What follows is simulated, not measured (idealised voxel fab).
process module | voxel self aligned vias
cross-section cut | 170 nm wide | cells 5 nm
A cross-section is a grid of square cells, given in bands from the top down. A band is one or more rows of cells.
Each band's line starts with the height of the band's top and of its bottom, in nm. Then come its materials from left to right, each with its width in nm. One material with "throughout" fills the band from edge to edge. "air" is empty space.
Height 0 is the level under which the wafer as received is all one material. The lowest band goes on downwards, as in "0 down".
A width such as "30 to 40" changes by the same amount from each row of cells to the next, from the band's top row to its bottom row.
"no change" after a step means that no cell of the cross-section changed.
closed voids: empty space of 8 cells or more with no open way to the top, each as width x height at its distance from the left edge, in nm
after a step's settings: what the simulator itself notes on the step
overlay nm, on a step with a mask: how far to the right of its planned place the mask lay; to the left if negative
plan
1 op RECEIVE | material Si
2 op CONFORMAL_DEP | material SiO2 | thk nm 15
3 op CONFORMAL_DEP | material SiCN | thk nm 5
4 op DIRECTIONAL_DEP | material lowk | thk nm 30
5 op PATTERN | tone open | mask id LINES | material resist | width nm 25 | pitch nm 50 | thk nm 20 | overlay nm 0
6 op DIRECTIONAL_ETCH | etch materials lowk | depth nm 30
7 op STRIP | etch materials resist
8 op CONFORMAL_DEP | material TiN | thk nm 5
9 op FILL_DEP | material W | thk nm 5
10 op CMP | height nm 50
11 op SELECTIVE_ETCH | etch materials W Ru TiN | depth nm 5
12 op FILL_DEP | material SiN | thk nm 5
13 op CMP | height nm 50
14 op DIRECTIONAL_DEP | material lowk | thk nm 15
15 op MASKED_ETCH | tone open | mask id VIAS | width nm 35 | pitch nm 100 | etch materials lowk | depth nm 15 | overlay nm 0
16 op MASKED_ETCH | tone open | mask id VIAS | width nm 35 | pitch nm 100 | etch materials SiN | depth nm 5 | overlay nm 0
17 op CONFORMAL_DEP | material TiN | thk nm 5
18 op FILL_DEP | material W | thk nm 10
19 op CMP | height nm 65
20 op CONFORMAL_DEP | material SiN | thk nm 5
first wafer, as planned
as received, after step 1
  0 down: Si throughout
  closed voids: none
after step 2
  15 to 0: SiO2 throughout
  below 0: unchanged
after step 3
  20 to 15: SiCN throughout
  below 15: unchanged
after step 4
  50 to 20: lowk throughout
  below 20: unchanged
after step 5
  70 to 50: resist 20 | air 25 | resist 25 | air 25 | resist 25 | air 25 | resist 25
  below 50: unchanged
after step 6
  70 to 50: resist 20 | air 25 | resist 25 | air 25 | resist 25 | air 25 | resist 25
  50 to 20: lowk 20 | air 25 | lowk 25 | air 25 | lowk 25 | air 25 | lowk 25
  below 20: unchanged
after step 7
  50 to 20: lowk 20 | air 25 | lowk 25 | air 25 | lowk 25 | air 25 | lowk 25
  below 20: unchanged
after step 8
  55 to 50: TiN 25 | air 15 | TiN 35 | air 15 | TiN 35 | air 15 | TiN 30
  50 to 25: lowk 20 | TiN 5 | air 15 | TiN 5 | lowk 25 | TiN 5 | air 15 | TiN 5 | lowk 25 | TiN 5 | air 15 | TiN 5 | lowk 25
  25 to 20: lowk 20 | TiN 25 | lowk 25 | TiN 25 | lowk 25 | TiN 25 | lowk 25
  below 20: unchanged
after step 9
  60 to 55: W throughout
  55 to 50: TiN 25 | W 15 | TiN 35 | W 15 | TiN 35 | W 15 | TiN 30
  50 to 25: lowk 20 | TiN 5 | W 15 | TiN 5 | lowk 25 | TiN 5 | W 15 | TiN 5 | lowk 25 | TiN 5 | W 15 | TiN 5 | lowk 25
  below 25: unchanged
after step 10
  50 to 25: lowk 20 | TiN 5 | W 15 | TiN 5 | lowk 25 | TiN 5 | W 15 | TiN 5 | lowk 25 | TiN 5 | W 15 | TiN 5 | lowk 25
  below 25: unchanged
after step 11
  50 to 45: lowk 20 | air 25 | lowk 25 | air 25 | lowk 25 | air 25 | lowk 25
  below 45: unchanged
after step 12
  55 to 50: SiN throughout
  50 to 45: lowk 20 | SiN 25 | lowk 25 | SiN 25 | lowk 25 | SiN 25 | lowk 25
  below 45: unchanged
after step 13
  50 to 45: lowk 20 | SiN 25 | lowk 25 | SiN 25 | lowk 25 | SiN 25 | lowk 25
  below 45: unchanged
after step 14
  65 to 50: lowk throughout
  below 50: unchanged
after step 15
  65 to 50: lowk 15 | air 35 | lowk 65 | air 35 | lowk 20
  below 50: unchanged
after step 16
  65 to 50: lowk 15 | air 35 | lowk 65 | air 35 | lowk 20
  50 to 45: lowk 20 | air 25 | lowk 25 | SiN 25 | lowk 25 | air 25 | lowk 25
  below 45: unchanged
after step 17
  70 to 65: TiN 20 | air 25 | TiN 75 | air 25 | TiN 25
  65 to 55: lowk 15 | TiN 5 | air 25 | TiN 5 | lowk 65 | TiN 5 | air 25 | TiN 5 | lowk 20
  55 to 50: lowk 15 | TiN 10 | air 15 | TiN 10 | lowk 65 | TiN 10 | air 15 | TiN 10 | lowk 20
  50 to 45: lowk 20 | TiN 25 | lowk 25 | SiN 25 | lowk 25 | TiN 25 | lowk 25
  below 45: unchanged
after step 18
  80 to 70: W throughout
  70 to 65: TiN 20 | W 25 | TiN 75 | W 25 | TiN 25
  65 to 55: lowk 15 | TiN 5 | W 25 | TiN 5 | lowk 65 | TiN 5 | W 25 | TiN 5 | lowk 20
  55 to 50: lowk 15 | TiN 10 | W 15 | TiN 10 | lowk 65 | TiN 10 | W 15 | TiN 10 | lowk 20
  below 50: unchanged
after step 19
  65 to 55: lowk 15 | TiN 5 | W 25 | TiN 5 | lowk 65 | TiN 5 | W 25 | TiN 5 | lowk 20
  below 55: unchanged
after step 20
  70 to 65: SiN throughout
  below 65: unchanged
second wafer: like start, like plan, one mistake. Through step 3 it matches the first wafer
when step 4 should have ended
  40 to 20: lowk throughout
  below 20: unchanged
when step 5 should have ended
  60 to 40: resist 20 | air 25 | resist 25 | air 25 | resist 25 | air 25 | resist 25
  below 40: unchanged
when step 6 should have ended
  60 to 40: resist 20 | air 25 | resist 25 | air 25 | resist 25 | air 25 | resist 25
  40 to 20: lowk 20 | air 25 | lowk 25 | air 25 | lowk 25 | air 25 | lowk 25
  below 20: unchanged
when step 7 should have ended
  40 to 20: lowk 20 | air 25 | lowk 25 | air 25 | lowk 25 | air 25 | lowk 25
  below 20: unchanged
when step 8 should have ended
  45 to 40: TiN 25 | air 15 | TiN 35 | air 15 | TiN 35 | air 15 | TiN 30
  40 to 25: lowk 20 | TiN 5 | air 15 | TiN 5 | lowk 25 | TiN 5 | air 15 | TiN 5 | lowk 25 | TiN 5 | air 15 | TiN 5 | lowk 25
  25 to 20: lowk 20 | TiN 25 | lowk 25 | TiN 25 | lowk 25 | TiN 25 | lowk 25
  below 20: unchanged
when step 9 should have ended
  50 to 45: W throughout
  45 to 40: TiN 25 | W 15 | TiN 35 | W 15 | TiN 35 | W 15 | TiN 30
  40 to 25: lowk 20 | TiN 5 | W 15 | TiN 5 | lowk 25 | TiN 5 | W 15 | TiN 5 | lowk 25 | TiN 5 | W 15 | TiN 5 | lowk 25
  below 25: unchanged
when step 10 should have ended: no change
when step 11 should have ended
  45 to 40: TiN 25 | W 15 | TiN 35 | W 15 | TiN 35 | W 15 | TiN 30
  below 40: unchanged
when step 12 should have ended
  50 to 45: SiN throughout
  below 45: unchanged
when step 13 should have ended: no change
when step 14 should have ended
  65 to 50: lowk throughout
  below 50: unchanged
when step 15 should have ended
  65 to 50: lowk 15 | air 35 | lowk 65 | air 35 | lowk 20
  below 50: unchanged
when step 16 should have ended
  65 to 50: lowk 15 | air 35 | lowk 65 | air 35 | lowk 20
  50 to 45: SiN 15 | air 35 | SiN 65 | air 35 | SiN 20
  below 45: unchanged
when step 17 should have ended
  70 to 65: TiN 20 | air 25 | TiN 75 | air 25 | TiN 25
  65 to 50: lowk 15 | TiN 5 | air 25 | TiN 5 | lowk 65 | TiN 5 | air 25 | TiN 5 | lowk 20
  50 to 45: SiN 15 | TiN 35 | SiN 65 | TiN 35 | SiN 20
  below 45: unchanged
when step 18 should have ended
  80 to 70: W throughout
  70 to 65: TiN 20 | W 25 | TiN 75 | W 25 | TiN 25
  65 to 50: lowk 15 | TiN 5 | W 25 | TiN 5 | lowk 65 | TiN 5 | W 25 | TiN 5 | lowk 20
  below 50: unchanged
when step 19 should have ended
  65 to 50: lowk 15 | TiN 5 | W 25 | TiN 5 | lowk 65 | TiN 5 | W 25 | TiN 5 | lowk 20
  below 50: unchanged
when step 20 should have ended
  70 to 65: SiN throughout
  below 65: unchanged
what went wrong: step 4 ran as: op DIRECTIONAL_DEP | material lowk | thk nm 20
at the end the second wafer has, in cells: 15 more of SiN | 19 more of TiN | 4 more of W | 38 fewer of lowk
